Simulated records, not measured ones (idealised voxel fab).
Process module name: voxel ribs on slabs
We display cut, a cross-section 225 nm in width whose square cells are each 5 nm.
Heads up, the way a cross-section reads in here is a grid of square cells, handed over as bands from the top down, with every band being one or more rows of cells.
Each band's line starts with the height of the band's top and of its bottom, in nm. Then come its materials from left to right, each with its width in nm. One material with "full width" fills the band from edge to edge. "empty" is empty space.
All heights in this document are referenced to 0, defined as the level beneath which the wafer, as received, consists entirely of one material. The lowest band is not bounded below; it extends indefinitely downward and is written in the form "from 0 down".
The expression "30->40" gives the width at the extremes of the band, the first number at its top row of cells and the second at its bottom row, with the width changing by equal amounts from each row to the next in between.
What does "stayed the same" mean for a step? It means no cell of the cross-section changed in that step.
Heads up: "Unvented voids" only lists the empty pockets with no open path to the top that are 8 cells or more, and it writes them as width x height at distance, distance from the left edge, in nm.
On a step's line, text after the settings is the simulator commenting on that step.
Each step line may optionally specify "overlay nm", which for a step with a mask gives the rightward distance between the mask's planned place and where it lay, a negative value indicating the leftward direction.
### So here's the lineup of process steps we planned
1 RECEIVE (material Si)
2 DIRECTIONAL_DEP (material SiO2; thk nm 20)
3 DIRECTIONAL_DEP (material SiN; thk nm 15)
4 PATTERN (tone cover; mask id RIB; material resist; width nm 15; thk nm 20; overlay nm 0)
5 DIRECTIONAL_ETCH (etch materials SiN; depth nm 10)
6 STRIP (etch materials resist)
7 PATTERN (tone cover; mask id SLAB; material resist; width nm 65; thk nm 20; overlay nm 0)
8 DIRECTIONAL_ETCH (etch materials SiN; depth nm 5)
9 STRIP (etch materials resist)
10 FILL_DEP (material SiO2; thk nm 20)
11 CMP (height nm 50)
12 DIRECTIONAL_DEP (material TiN; thk nm 10)
13 PATTERN (tone cover; mask id HEATER; material resist; width nm 25; thk nm 15; overlay nm 0)
14 DIRECTIONAL_ETCH (etch materials TiN; depth nm 10)
15 STRIP (etch materials resist)
16 CONFORMAL_DEP (material SiN; thk nm 10)
### Shown in cross-section is the wafer as received, that is, as it stands after step 1
  from 0 down  Si full width
  Unvented voids: none
### The first of the two wafers as seen in cross-section once the module was finished; processing followed the plan
  from 70 to 60  empty 90, SiN 45, empty 90
  from 60 to 50  SiN 100, TiN 25, SiN 100
  from 50 to 35  SiO2 full width
  from 35 to 25  SiO2 105, SiN 15, SiO2 105
  from 25 to 20  SiO2 80, SiN 65, SiO2 80
  from 20 to 0  SiO2 full width
  from 0 down  Si full width
  Unvented voids: none
### Same start, same plan as the first wafer - but one mistake in the run. Cross-section of the second of the two at the end of the module
  from 70 to 60  empty 90, SiN 45, empty 90
  from 60 to 50  SiN 100, TiN 25, SiN 100
  from 50 to 40  SiO2 105->80, SiN 15->65, SiO2 105->80
  from 40 to 0  SiO2 full width
  from 0 down  Si full width
  Unvented voids: none
What was done differently from what was planned? plan step 2 was twice executed
Upon completion, the second wafer contains, in terms of cells, a greater or smaller amount of certain materials than the first wafer: 3 fewer of SiN, 3 more of SiO2
